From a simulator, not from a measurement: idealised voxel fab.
Presented below is a process module, voxel trench capacitor.
The figure presents cross-section cut, which has a width of 250 nm and is divided into square cells with an edge length of 5 nm.
Cross-section format: a grid of square cells, given as bands from top to bottom; each band is one or more rows of cells.
Each band's line starts with the height of the band's top and of its bottom, in nm. Then come its materials from left to right, each with its width in nm. One material with "everywhere" fills the band from edge to edge. "blank" is empty space.
Basically, 0 is our baseline, since under it the wafer straight out of the box is all one material. The bottom band has no lower end and keeps on going down, so it looks like "0 down".
The two numbers in a width such as "30 to 40" mark its ends across the band: the first belongs to the top row of cells, the second to the bottom row, and from each row to the next the width moves by the same amount.
For the purposes of this document, the phrase "no alterations made" attached to a step denotes that no cell within the cross-section was modified by that step.
Basically, "Sealed internal cavities" tells you about the enclosed voids: empty spaces with no open way to the top, 8 cells or bigger, each written width x height at distance, where distance is from the left edge, all in nm.
after a step's settings: what the simulator itself notes on the step
overlay nm, on a step with a mask: how far to the right of its planned place the mask lay; to the left if negative

INTENDED PROCESS STEPS
step 1: RECEIVE, material Si
step 2: CONFORMAL_DEP, material SiN, thk nm 10
step 3: DIRECTIONAL_DEP, material aC, thk nm 10
step 4: PATTERN, tone open, mask id TRENCH, material resist, width nm 15, pitch nm 40, thk nm 25, overlay nm 0
step 5: DIRECTIONAL_ETCH, etch materials aC, depth nm 10
step 6: STRIP, etch materials resist
step 7: DIRECTIONAL_ETCH, etch materials SiN, depth nm 10
step 8: DIRECTIONAL_ETCH, etch materials Si, depth nm 40
step 9: STRIP, etch materials aC
step 10: CONFORMAL_DEP, material SiO2, thk nm 5
step 11: FILL_DEP, material polySi, thk nm 10
step 12: CMP, height nm 10

THIS IS THE CROSS-SECTION OF THE WAFER AS WE RECEIVED IT, I.E. AFTER STEP 1
  0 down | Si everywhere
  Sealed internal cavities: none

END-OF-MODULE CROSS-SECTION OF THE FIRST OF TWO WAFERS, PROCESSED AS PLANNED
  10 to 0 | SiN: 75, SiO2: 5, polySi: 5, SiO2: 5, SiN: 25, SiO2: 5, polySi: 5, SiO2: 5, SiN: 25, SiO2: 5, polySi: 5, SiO2: 5, SiN: 80
  0 to -35 | Si: 75, SiO2: 5, polySi: 5, SiO2: 5, Si: 25, SiO2: 5, polySi: 5, SiO2: 5, Si: 25, SiO2: 5, polySi: 5, SiO2: 5, Si: 80
  -35 to -40 | Si: 75, SiO2: 15, Si: 25, SiO2: 15, Si: 25, SiO2: 15, Si: 80
  -40 down | Si everywhere
  Sealed internal cavities: none

SECOND WAFER CROSS-SECTION AT END OF MODULE - SHARED START AND PLAN WITH THE FIRST, ONE MISTAKE IN THE RUN
  10 to 0 | polySi: 75, SiO2: 5, polySi: 5, SiO2: 5, polySi: 25, SiO2: 5, polySi: 5, SiO2: 5, polySi: 25, SiO2: 5, polySi: 5, SiO2: 5, polySi: 80
  0 to -25 | Si: 75, SiO2: 5, polySi: 5, SiO2: 5, Si: 25, SiO2: 5, polySi: 5, SiO2: 5, Si: 25, SiO2: 5, polySi: 5, SiO2: 5, Si: 80
  -25 to -30 | Si: 75, SiO2: 15, Si: 25, SiO2: 15, Si: 25, SiO2: 15, Si: 80
  -30 down | Si everywhere
  Sealed internal cavities: none
Short version of what went wrong: step 2 changed vs plan, executed as CONFORMAL_DEP, material polySi, thk nm 10
Counted in cells at the end, the second wafer holds more or fewer of these materials than the first: Si: 18 more; SiN: 82 fewer; SiO2: 12 fewer; polySi: 76 more
